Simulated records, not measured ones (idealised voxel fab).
The process module that follows is named voxel self aligned vias.
Section shown: cut. Width: 175 nm. Cell size: 5 nm, square.
Cross-sections here: square-cell grids, written as top-down lists of bands, a band being one or more rows of cells. Quick guide to a band line: top height, bottom height (nm) up front; then every material left to right with its width in nm. Only one material and it's marked "everywhere"? Then it fills the band edge to edge. And "air" just means empty space. Heads up on the height convention: 0 is the point under which the incoming wafer is all one material, and the lowest band has no bottom, it just keeps going down, like "0 nm and below". It should be noted that a width expressed as "30..40" varies in equal increments from row to row of cells within the band, taking the value of the first number at the top row and that of the second number at the bottom row. No cell of the cross-section changed in a step that is given as "no alterations made". The list in "Closed void table" covers empty spaces of 8 cells or more that cannot reach the top through any open way, and it gives each as width x height at distance; the distance is from the left edge, and width, height and distance are in nm. On each step's line, the part that comes after the settings is the simulator's own comment on the step. What "overlay nm" on a step's line means: if the step has a mask, that mask lay this far to the right of its planned place, or, when the value is negative, to the left.

[Here's what the planned process steps look like]
step 1: RECEIVE: material Si
step 2: CONFORMAL_DEP: material SiO2, thk nm 15
step 3: CONFORMAL_DEP: material SiCN, thk nm 5
step 4: DIRECTIONAL_DEP: material lowk, thk nm 30
step 5: DIRECTIONAL_DEP: material aC, thk nm 15
step 6: PATTERN: tone open, mask id LINES, material resist, width nm 25, pitch nm 65, thk nm 35, overlay nm 0
step 7: DIRECTIONAL_ETCH: etch materials aC, depth nm 15
step 8: STRIP: etch materials resist
step 9: DIRECTIONAL_ETCH: etch materials lowk, depth nm 30
step 10: STRIP: etch materials aC
step 11: CONFORMAL_DEP: material TiN, thk nm 5
step 12: FILL_DEP: material W, thk nm 5
step 13: CMP: height nm 50
step 14: SELECTIVE_ETCH: etch materials W Ru TiN, depth nm 10
step 15: FILL_DEP: material SiN, thk nm 10
step 16: CMP: height nm 50
step 17: DIRECTIONAL_DEP: material lowk, thk nm 20
step 18: DIRECTIONAL_DEP: material aC, thk nm 10
step 19: PATTERN: tone open, mask id VIAS, material resist, width nm 35, thk nm 30, overlay nm 0
step 20: DIRECTIONAL_ETCH: etch materials aC, depth nm 10
step 21: STRIP: etch materials resist
step 22: DIRECTIONAL_ETCH: etch materials lowk, depth nm 20
step 23: DIRECTIONAL_ETCH: etch materials SiN, depth nm 10
step 24: STRIP: etch materials aC
step 25: CONFORMAL_DEP: material TiN, thk nm 5
step 26: FILL_DEP: material W, thk nm 10
step 27: CMP: height nm 70
step 28: CONFORMAL_DEP: material SiN, thk nm 5

[Cross-section of the wafer at receipt, which is the condition after step 1]
> 0 nm and below: Si everywhere
> Closed void table: none

[End-of-module cross-section. Starting structure and process plan as above; one mistake made in running it]
> 75 nm to 70 nm: SiN everywhere
> 70 nm to 55 nm: 35 of lowk  5 of TiN  25 of W  5 of TiN  105 of lowk
> 55 nm to 50 nm: 35 of lowk  35 of TiN  105 of lowk
> 50 nm to 45 nm: SiCN everywhere
> 45 nm to 15 nm: lowk everywhere
> 15 nm to 0 nm: SiO2 everywhere
> 0 nm and below: Si everywhere
> Closed void table: none
Finding, execution versus plan: ran 3 and 4 in swapped order versus the plan
